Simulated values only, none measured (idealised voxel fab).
Module name: voxel released beams (process module)
cross-section cut | 260 nm wide | cells 5 nm
A cross-section is a grid of square cells, given in bands from the top down. A band is one or more rows of cells.
Within each band entry, the heights of the top and of the bottom of the band appear first, in that order and in nm; the materials of the band then follow from left to right, each with its corresponding width in nm. The designation "edge to edge" on a single material indicates that it fills the band from edge to edge; the designation "empty" indicates empty space.
Heads up on the height convention: 0 is the point under which the incoming wafer is all one material, and the lowest band has no bottom, it just keeps going down, like "0 -> down".
When a width is written as two numbers, as in "30 to 40", the first number is the width in the top row of cells of the band and the second is the width in its bottom row, and the width changes by the same amount from each row to the next.
Step note "changes: none" = no cross-section cell changed.
"Fully sealed voids" contains a list of empty spaces, each no smaller than 8 cells and without an open way to the top, written in the form width x height at distance with the distance from the left edge and all three in nm.
Post-settings text on a step line: simulator's own remark regarding the step.
Each step line may optionally specify "overlay nm", which for a step with a mask gives the rightward distance between the mask's planned place and where it lay, a negative value indicating the leftward direction.

**The following list gives the planned process steps**
1) RECEIVE,material Si
2) CONFORMAL_DEP,material Al2O3,thk nm 5
3) DIRECTIONAL_DEP,material SiO2,thk nm 10
4) PATTERN,tone open,mask id ANCHOR,material resist,width nm 25,thk nm 20,overlay nm 0
5) DIRECTIONAL_ETCH,etch materials SiO2,depth nm 10
6) STRIP,etch materials resist
7) CONFORMAL_DEP,material SiN,thk nm 10
8) PATTERN,tone cover,mask id BEAM,material resist,width nm 105,thk nm 15,overlay nm 0
9) DIRECTIONAL_ETCH,etch materials SiN,depth nm 10
10) STRIP,etch materials resist
11) STRIP,etch materials SiO2

**Cross-section of the wafer as it came to us, i.e., already through step 1**
* 0 -> down  Si edge to edge
* Fully sealed voids: none

**Post-module cross-section of the first of two wafers (run per plan)**
* 25 -> 15  empty: 75 / SiN: 15 / empty: 5 / SiN: 85 / empty: 80
* 15 -> 5  empty: 80 / SiN: 25 / empty: 155
* 5 -> 0  Al2O3 edge to edge
* 0 -> down  Si edge to edge
* Fully sealed voids: none

**Same start, same plan as the first wafer - but one mistake in the run. Cross-section of the second of the two at the end of the module**
* 25 -> 15  empty: 75 / SiN: 40 / empty: 145
* 15 -> 5  empty: 70 / SiN: 10 / SiO2: 25 / SiN: 75 / empty: 80
* 5 -> 0  Al2O3 edge to edge
* 0 -> down  Si edge to edge
* Fully sealed voids: none
Deviation from plan: step 4 did not happen as planned, as run it was PATTERN,tone cover,mask id ANCHOR,material resist,width nm 25,thk nm 20,overlay nm 0
Count the cells at the end and the second wafer has more or fewer of some materials than the first: SiO2: 10 more
